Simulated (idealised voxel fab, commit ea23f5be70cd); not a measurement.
process module | voxel wiring stack
Each square cell in cross-section cut measures 5 nm, and the section as a whole is 255 nm wide.
The cross-sections in this document take the form of a grid made of square cells. They are written out as bands, in order from top to bottom. Each band consists of one or more rows of cells.
What a band's entry tells you: where the top is and where the bottom is, as heights in nm, and after that what lies inside, material by material from left to right, each with its width in nm. Empty space is written as the word "empty", and a single material marked with the word "everywhere" occupies the band from edge to edge.
Heights from 0 (as-received wafer is one material below). Bottom band endless downward, as "0..down".
So if you see something like "30->40" for the width, read it as the top row of the band sitting at the first number and the bottom row at the second, with every row in between moving by the same amount as the last.
"no alteration" -> step changed no cross-section cell.
In the "Sealed internal cavities" entry, you get each enclosed empty space of 8 cells or more, one with no open way to the top, written width x height at distance, distance from the left edge, in nm.
On each step's line, the part that comes after the settings is the simulator's own comment on the step.
The "overlay nm" setting may appear on a step's line; for a step that uses a mask, it gives how far to the right of its planned position the mask lay, and a negative value indicates the left.
### List of planned process steps
| 1 | RECEIVE: material Si |
| 2 | CONFORMAL_DEP: material SiO2, thk nm 15 |
| 3 | DIRECTIONAL_DEP: material TiN, thk nm 5 |
| 4 | DIRECTIONAL_DEP: material Ru, thk nm 25 |
| 5 | MASKED_ETCH: tone cover, mask id METAL_1, width nm 25, pitch nm 40, etch materials Ru, depth nm 25, overlay nm 0 |
| 6 | MASKED_ETCH: tone cover, mask id METAL_1, width nm 25, pitch nm 40, etch materials TiN, depth nm 5, overlay nm 0 |
| 7 | FILL_DEP: material SiO2, thk nm 10 |
| 8 | CMP: height nm 45 |
| 9 | CONFORMAL_DEP: material SiCN, thk nm 5 |
| 10 | DIRECTIONAL_DEP: material lowk, thk nm 15 |
| 11 | PATTERN: tone open, mask id PLUG_1, material resist, width nm 15, pitch nm 40, thk nm 15, overlay nm 0 |
| 12 | DIRECTIONAL_ETCH: etch materials lowk, depth nm 15 |
| 13 | DIRECTIONAL_ETCH: etch materials SiCN, depth nm 5 |
| 14 | STRIP: etch materials resist |
| 15 | EPI: material Ru, thk nm 10 |
| 16 | EPI: material Ru, thk nm 10 |
| 17 | DIRECTIONAL_DEP: material TiN, thk nm 5 |
| 18 | DIRECTIONAL_DEP: material Ru, thk nm 20 |
| 19 | PATTERN: tone cover, mask id METAL_2, material resist, width nm 25, pitch nm 40, thk nm 20, overlay nm 0 |
| 20 | DIRECTIONAL_ETCH: etch materials Ru, depth nm 20 |
| 21 | DIRECTIONAL_ETCH: etch materials TiN, depth nm 5 |
| 22 | STRIP: etch materials resist |
| 23 | FILL_DEP: material lowk, thk nm 10 |
| 24 | CMP: height nm 90 |
| 25 | CONFORMAL_DEP: material SiN, thk nm 5 |
### Here's what the wafer looked like in cross-section when it arrived - that's after step 1
- 0..down = Si everywhere
- Sealed internal cavities: none
### Figure: cross-sectional view of the wafer upon completion of the module, processed from the initial state and according to the plan depicted above, with one error introduced during execution
- 95..90 = SiN everywhere
- 90..70 = 95 of lowk / 25 of Ru / 15 of lowk / 25 of Ru / 95 of lowk
- 70..65 = 95 of lowk / 25 of TiN / 15 of lowk / 25 of TiN / 95 of lowk
- 65..50 = 95 of lowk / 15 of Ru / 25 of lowk / 15 of Ru / 105 of lowk
- 50..45 = 95 of SiCN / 15 of Ru / 25 of SiCN / 15 of Ru / 105 of SiCN
- 45..20 = 100 of SiO2 / 15 of Ru / 25 of SiO2 / 15 of Ru / 100 of SiO2
- 20..15 = 95 of SiO2 / 25 of TiN / 15 of SiO2 / 25 of TiN / 95 of SiO2
- 15..0 = SiO2 everywhere
- 0..down = Si everywhere
- Sealed internal cavities: none
Deviation from plan: note that step 5 departed from the planned setting and was carried out as MASKED_ETCH: tone cover, mask id METAL_1, width nm 15, pitch nm 40, etch materials Ru, depth nm 25, overlay nm 0
